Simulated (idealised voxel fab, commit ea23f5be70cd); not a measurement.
process module | voxel ribs on slabs
cross-section cut | 155 nm wide | cells 5 nm
A cross-section is a grid of square cells, given in bands from the top down. A band is one or more rows of cells.
Each band's line starts with the height of the band's top and of its bottom, in nm. Then come its materials from left to right, each with its width in nm. One material with "throughout" fills the band from edge to edge. "air" is empty space.
Height 0 is the level under which the wafer as received is all one material. The lowest band goes on downwards, as in "0 down".
A width such as "30 to 40" changes by the same amount from each row of cells to the next, from the band's top row to its bottom row.
"no change" after a step means that no cell of the cross-section changed.
closed voids: empty space of 8 cells or more with no open way to the top, each as width x height at its distance from the left edge, in nm
after a step's settings: what the simulator itself notes on the step
overlay nm, on a step with a mask: how far to the right of its planned place the mask lay; to the left if negative
plan
1 op RECEIVE | material Si
2 op DIRECTIONAL_DEP | material SiO2 | thk nm 25
3 op DIRECTIONAL_DEP | material SiN | thk nm 20
4 op PATTERN | tone cover | mask id RIB | material resist | width nm 20 | thk nm 20 | overlay nm 0
5 op DIRECTIONAL_ETCH | etch materials SiN | depth nm 10
6 op STRIP | etch materials resist
7 op MASKED_ETCH | tone cover | mask id SLAB | width nm 60 | etch materials SiN | depth nm 10 | overlay nm 0
8 op FILL_DEP | material SiO2 | thk nm 25
9 op CMP | height nm 60
10 op DIRECTIONAL_DEP | material TiN | thk nm 5
11 op MASKED_ETCH | tone cover | mask id HEATER | width nm 30 | etch materials TiN | depth nm 5 | overlay nm 0
12 op CONFORMAL_DEP | material SiO2 | thk nm 5
first wafer, as planned
as received, after step 1
  0 down: Si throughout
  closed voids: none
after step 2
  25 to 0: SiO2 throughout
  below 0: unchanged
after step 3
  45 to 25: SiN throughout
  below 25: unchanged
after step 4
  65 to 45: air 65 | resist 20 | air 70
  below 45: unchanged
after step 5
  65 to 45: air 65 | resist 20 | air 70
  45 to 35: air 65 | SiN 20 | air 70
  below 35: unchanged
after step 6
  45 to 35: air 65 | SiN 20 | air 70
  below 35: unchanged
after step 7
  45 to 35: air 65 | SiN 20 | air 70
  35 to 25: air 45 | SiN 60 | air 50
  below 25: unchanged
after step 8
  70 to 45: SiO2 throughout
  45 to 35: SiO2 65 | SiN 20 | SiO2 70
  35 to 25: SiO2 45 | SiN 60 | SiO2 50
  below 25: unchanged
after step 9
  60 to 45: SiO2 throughout
  below 45: unchanged
after step 10
  65 to 60: TiN throughout
  below 60: unchanged
after step 11
  65 to 60: air 60 | TiN 30 | air 65
  below 60: unchanged
after step 12
  70 to 65: air 55 | SiO2 40 | air 60
  65 to 60: SiO2 60 | TiN 30 | SiO2 65
  below 60: unchanged
second wafer: like start, like plan, one mistake. Through step 10 it matches the first wafer
when step 11 should have ended
  65 to 60: TiN 60 | air 30 | TiN 65
  below 60: unchanged
when step 12 should have ended
  70 to 65: SiO2 65 | air 20 | SiO2 70
  65 to 60: TiN 60 | SiO2 30 | TiN 65
  below 60: unchanged
what went wrong: step 11 ran as: op MASKED_ETCH | tone open | mask id HEATER | width nm 30 | etch materials TiN | depth nm 5 | overlay nm 0
at the end the second wafer has, in cells: 19 more of TiN
